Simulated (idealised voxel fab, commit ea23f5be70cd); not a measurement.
You're looking at the process module voxel gate over fins.
For reference, the cross-section in this document is cut, with width 160 nm and square cells of 5 nm.
Cross-sections here: square-cell grids, written as top-down lists of bands, a band being one or more rows of cells. Heads up on the band format: heights come first, top then bottom, in nm. After that it's the materials left to right, each with its width in nm. A single material flagged "edge to edge" fills the whole band edge to edge, and "empty" means there's empty space there. Note: height 0 marks the level under which the wafer is uniformly one material as received. Lowest band unbounded below, written "0 nm and below". The notation "30 to 40" denotes a width that varies across the rows of cells in the band, beginning at the first number in the top row, finishing at the second number in the bottom row, and changing by an identical amount from each row to the next. Step marked "all unchanged"? Then no cell in the cross-section changed in it. Empty spaces counting at least 8 cells and having no open way to the top are listed in "Closed cavity list". The notation width x height at distance is used for each, the distance being from the left edge and all three values in nm. Text after the settings on a step's line: the simulator's own remark on that step. overlay nm: how far to the right of its planned place the mask lay on this masked step (negative: to the left).
SET OUT BELOW ARE THE PLANNED STEPS OF THE PROCESS
| 1 | op RECEIVE | material Si |
| 2 | op CONFORMAL_DEP | material SiN | thk nm 5 |
| 3 | op DIRECTIONAL_DEP | material aC | thk nm 15 |
| 4 | op PATTERN | tone cover | mask id FINS | material resist | width nm 15 | pitch nm 60 | thk nm 30 | overlay nm 0 |
| 5 | op DIRECTIONAL_ETCH | etch materials aC | depth nm 15 |
| 6 | op STRIP | etch materials resist |
| 7 | op DIRECTIONAL_ETCH | etch materials SiN | depth nm 5 |
| 8 | op DIRECTIONAL_ETCH | etch materials Si | depth nm 40 |
| 9 | op STRIP | etch materials aC |
| 10 | op OXIDIZE | depth nm 5 |
| 11 | op FILL_DEP | material SiO2 | thk nm 10 |
| 12 | op CMP | height nm 5 |
| 13 | op DIRECTIONAL_DEP | material aC | thk nm 15 |
| 14 | op PATTERN | tone open | mask id RAIL | material resist | width nm 15 | thk nm 35 | overlay nm 0 |
| 15 | op DIRECTIONAL_ETCH | etch materials aC | depth nm 15 |
| 16 | op STRIP | etch materials resist |
| 17 | op DIRECTIONAL_ETCH | etch materials SiO2 | depth nm 40 |
| 18 | op STRIP | etch materials aC |
| 19 | op CONFORMAL_DEP | material TiN | thk nm 5 |
| 20 | op FILL_DEP | material W | thk nm 5 |
| 21 | op CMP | height nm 5 |
| 22 | op SELECTIVE_ETCH | etch materials W Ru TiN | depth nm 20 |
| 23 | op FILL_DEP | material SiO2 | thk nm 5 |
| 24 | op CMP | height nm 5 |
| 25 | op SELECTIVE_ETCH | etch materials SiO2 | depth nm 15 |
| 26 | op STRIP | etch materials SiN |
| 27 | op CONFORMAL_DEP | material HfO2 | thk nm 5 |
| 28 | op CONFORMAL_DEP | material TiN | thk nm 5 |
| 29 | op CONFORMAL_DEP | material TiAl | thk nm 5 |
| 30 | op CONFORMAL_DEP | material TiN | thk nm 5 |
| 31 | op FILL_DEP | material W | thk nm 15 |
| 32 | op CMP | height nm 30 |
| 33 | op CONFORMAL_DEP | material SiCN | thk nm 10 |
CROSS-SECTION OF THE WAFER UPON ARRIVAL, REPRESENTING THE STATE REACHED AFTER STEP 1
0 nm and below: Si edge to edge
Closed cavity list: none
RESULT OF THE MODULE, CROSS-SECTIONED: START PER ABOVE, PLAN PER ABOVE, ONE ERROR IN HOW IT WAS RUN
40 nm to 30 nm: SiCN edge to edge
30 nm to 20 nm: W edge to edge
20 nm to 15 nm: W (20); TiN (55); W (5); TiN (55); W (25)
15 nm to 10 nm: W (20); TiN (5); TiAl (45); TiN (5); W (5); TiN (5); TiAl (45); TiN (5); W (25)
10 nm to 5 nm: TiN (25); TiAl (5); TiN (35); TiAl (5); TiN (15); TiAl (5); TiN (35); TiAl (5); TiN (30)
5 nm to 0 nm: TiAl (30); TiN (5); HfO2 (25); TiN (5); TiAl (25); TiN (5); HfO2 (25); TiN (5); TiAl (35)
0 nm to -5 nm: TiN (35); HfO2 (5); Si (15); HfO2 (5); TiN (35); HfO2 (5); Si (15); HfO2 (5); TiN (40)
-5 nm to -10 nm: HfO2 (40); Si (15); HfO2 (45); Si (15); HfO2 (45)
-10 nm to -15 nm: SiO2 (40); Si (15); SiO2 (45); Si (15); SiO2 (45)
-15 nm to -30 nm: SiO2 (40); Si (15); SiO2 (15); TiN (5); W (5); TiN (5); SiO2 (15); Si (15); SiO2 (45)
-30 nm to -35 nm: SiO2 (40); Si (15); SiO2 (15); TiN (15); SiO2 (15); Si (15); SiO2 (45)
-35 nm to -45 nm: SiO2 (40); Si (15); SiO2 (45); Si (15); SiO2 (45)
-45 nm and below: Si edge to edge
Closed cavity list: none
What broke from the plan during processing? step 4 was processed under conditions differing from the plan, specifically as op PATTERN | tone cover | mask id FINS | material resist | width nm 25 | pitch nm 60 | thk nm 30 | overlay nm 0
